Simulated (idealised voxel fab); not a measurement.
process module | voxel capacitor over wiring
cross-section cut | 240 nm wide | cells 5 nm
A cross-section is a grid of square cells, given in bands from the top down. A band is one or more rows of cells.
Each band's line starts with the height of the band's top and of its bottom, in nm. Then come its materials from left to right, each with its width in nm. One material with "throughout" fills the band from edge to edge. "air" is empty space.
Height 0 is the level under which the wafer as received is all one material. The lowest band goes on downwards, as in "0 down".
A width such as "30 to 40" changes by the same amount from each row of cells to the next, from the band's top row to its bottom row.
"no change" after a step means that no cell of the cross-section changed.
closed voids: empty space of 8 cells or more with no open way to the top, each as width x height at its distance from the left edge, in nm
after a step's settings: what the simulator itself notes on the step
overlay nm, on a step with a mask: how far to the right of its planned place the mask lay; to the left if negative
plan
1 op RECEIVE | material Si
2 op CONFORMAL_DEP | material SiO2 | thk nm 10
3 op CONFORMAL_DEP | material SiN | thk nm 5
4 op DIRECTIONAL_DEP | material SiO2 | thk nm 15
5 op PATTERN | tone open | mask id METAL_1 | material resist | width nm 30 | pitch nm 80 | thk nm 15 | overlay nm 0
6 op DIRECTIONAL_ETCH | etch materials SiO2 | depth nm 15
7 op DIRECTIONAL_ETCH | etch materials SiN | depth nm 5
8 op STRIP | etch materials resist
9 op CONFORMAL_DEP | material TiN | thk nm 5
10 op FILL_DEP | material Cu | thk nm 5
11 op CMP | height nm 30
12 op EPI | material Ru | thk nm 5
13 op FILL_DEP | material SiCN | thk nm 5
14 op DIRECTIONAL_DEP | material SiO2 | thk nm 15
15 op DIRECTIONAL_DEP | material aC | thk nm 15
16 op PATTERN | tone open | mask id PLUG_1 | material resist | width nm 15 | thk nm 30 | overlay nm 0
17 op DIRECTIONAL_ETCH | etch materials aC | depth nm 15
18 op STRIP | etch materials resist
19 op DIRECTIONAL_ETCH | etch materials SiO2 | depth nm 15
20 op DIRECTIONAL_ETCH | etch materials SiCN | depth nm 5
21 op STRIP | etch materials aC
22 op CONFORMAL_DEP | material TiN | thk nm 5
23 op FILL_DEP | material W | thk nm 10
24 op CMP | height nm 55
25 op DIRECTIONAL_DEP | material TiN | thk nm 10
26 op DIRECTIONAL_DEP | material Al2O3 | thk nm 5
27 op DIRECTIONAL_DEP | material TiN | thk nm 5
28 op MASKED_ETCH | tone cover | mask id UPPER_PLATE | width nm 55 | etch materials TiN | depth nm 5 | overlay nm 0
29 op MASKED_ETCH | tone cover | mask id UPPER_PLATE | width nm 55 | etch materials Al2O3 | depth nm 5 | overlay nm 0
30 op MASKED_ETCH | tone cover | mask id LOWER_PLATE | width nm 65 | etch materials TiN | depth nm 10 | overlay nm 0
31 op FILL_DEP | material SiO2 | thk nm 20
32 op CMP | height nm 90
33 op DIRECTIONAL_DEP | material aC | thk nm 15
34 op PATTERN | tone open | mask id PLUG_2 | material resist | width nm 15 | thk nm 35 | overlay nm 0
35 op DIRECTIONAL_ETCH | etch materials aC | depth nm 15
36 op STRIP | etch materials resist
37 op DIRECTIONAL_ETCH | etch materials SiO2 | depth nm 15
38 op STRIP | etch materials aC
39 op CONFORMAL_DEP | material TiN | thk nm 5
40 op FILL_DEP | material Ru | thk nm 5
41 op CMP | height nm 90
42 op CONFORMAL_DEP | material SiN | thk nm 5
as received, after step 1
  0 down: Si throughout
  closed voids: none
a wafer at the end: this start, this plan, one mistake
  95 to 90: SiN throughout
  90 to 80: SiO2 90 | TiN 5 | Ru 5 | TiN 5 | SiO2 135
  80 to 70: SiO2 90 to 80 | TiN 15 to 55 | SiO2 135 to 105
  70 to 65: SiO2 80 | Al2O3 55 | SiO2 105
  65 to 55: SiO2 75 | TiN 65 | SiO2 100
  55 to 40: SiO2 85 | TiN 5 | W 5 | TiN 5 | SiO2 140
  40 to 35: SiCN 85 | TiN 15 | SiCN 140
  35 to 30: SiCN 60 | Ru 40 | SiCN 40 | Ru 40 | SiCN 60
  30 to 15: SiO2 65 | TiN 5 | Cu 20 | TiN 5 | SiO2 50 | TiN 5 | Cu 20 | TiN 5 | SiO2 65
  15 to 10: SiN 65 | TiN 30 | SiN 50 | TiN 30 | SiN 65
  10 to 0: SiO2 throughout
  0 down: Si throughout
  closed voids: none
what went wrong: step 16 ran as: op PATTERN | tone open | mask id PLUG_1 | material resist | width nm 15 | thk nm 30 | overlay nm 5
